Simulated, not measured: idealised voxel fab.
The document below concerns the process module designated voxel quadruple lines.
Xsec cut, 265 nm wide, square cell size 5 nm.
When this document writes out a cross-section, it uses a grid of square cells and lists it as bands, beginning at the top and moving down, with a band standing for one or more rows of cells. First you get the band's top height and its bottom height, in nm, and then the materials it's made of, left to right, with each width in nm. If you see a single material with "throughout", that one covers the band edge to edge. "air" is empty space. Heads up on the height convention: 0 is the point under which the incoming wafer is all one material, and the lowest band has no bottom, it just keeps going down, like "z 0 and below". When a width is written as two numbers, as in "30 to 40", the first number is the width in the top row of cells of the band and the second is the width in its bottom row, and the width changes by the same amount from each row to the next. You'll sometimes find "all unchanged" written for a step, and that's the way of saying that nowhere in the cross-section did a cell change during that step. "Closed cavity list" - sealed voids, min. 8 cells, no opening to top; format: width x height at distance (distance from left edge; nm throughout). Where a step's line continues beyond its settings, the continuation is a remark by the simulator itself on that step. "overlay nm" answers the question of how far to the right of plan the mask lay on a step that has a mask, and when it is negative the answer is to the left.

## Intended process steps
1 RECEIVE with material Si
2 CONFORMAL_DEP with material Al2O3, thk nm 5
3 DIRECTIONAL_DEP with material W, thk nm 10
4 DIRECTIONAL_DEP with material polySi, thk nm 15
5 DIRECTIONAL_DEP with material aC, thk nm 20
6 PATTERN with tone cover, mask id MANDREL, material resist, width nm 20, pitch nm 60, thk nm 25, overlay nm -15
7 DIRECTIONAL_ETCH with etch materials aC, depth nm 20
8 STRIP with etch materials resist
9 CONFORMAL_DEP with material SiO2, thk nm 10
10 DIRECTIONAL_ETCH with etch materials SiO2, depth nm 10
11 STRIP with etch materials aC
12 DIRECTIONAL_ETCH with etch materials polySi, depth nm 15
13 STRIP with etch materials SiO2
14 CONFORMAL_DEP with material SiN, thk nm 5
15 DIRECTIONAL_ETCH with etch materials SiN, depth nm 5
16 STRIP with etch materials polySi
17 DIRECTIONAL_ETCH with etch materials W, depth nm 10
18 STRIP with etch materials SiN
19 FILL_DEP with material SiO2, thk nm 10
20 CMP with height nm 15
Split variable: overlay nm, step 6. Plan value = first wafer. Wafers start alike.

## First of several wafers, received after step 1, in cross-section
	z 0 and below: Si throughout
	Closed cavity list: none

## For your reference, the table is organized with a row per wafer; each row reflects the wafer at the end of the module, indicating for each material the cells gained (+) or lost (-) since receipt, and thereafter its closed voids
overlay nm -15, +53 Al2O3, +90 SiO2, +16 W, Closed cavity list: none
overlay nm -10, +53 Al2O3, +90 SiO2, +16 W, Closed cavity list: none
overlay nm -5, +53 Al2O3, +90 SiO2, +16 W, Closed cavity list: none
overlay nm 0, +53 Al2O3, +90 SiO2, +16 W, Closed cavity list: none
overlay nm 5, +53 Al2O3, +90 SiO2, +16 W, Closed cavity list: none
overlay nm 10, +53 Al2O3, +90 SiO2, +16 W, Closed cavity list: none
overlay nm 15, +53 Al2O3, +90 SiO2, +16 W, Closed cavity list: none
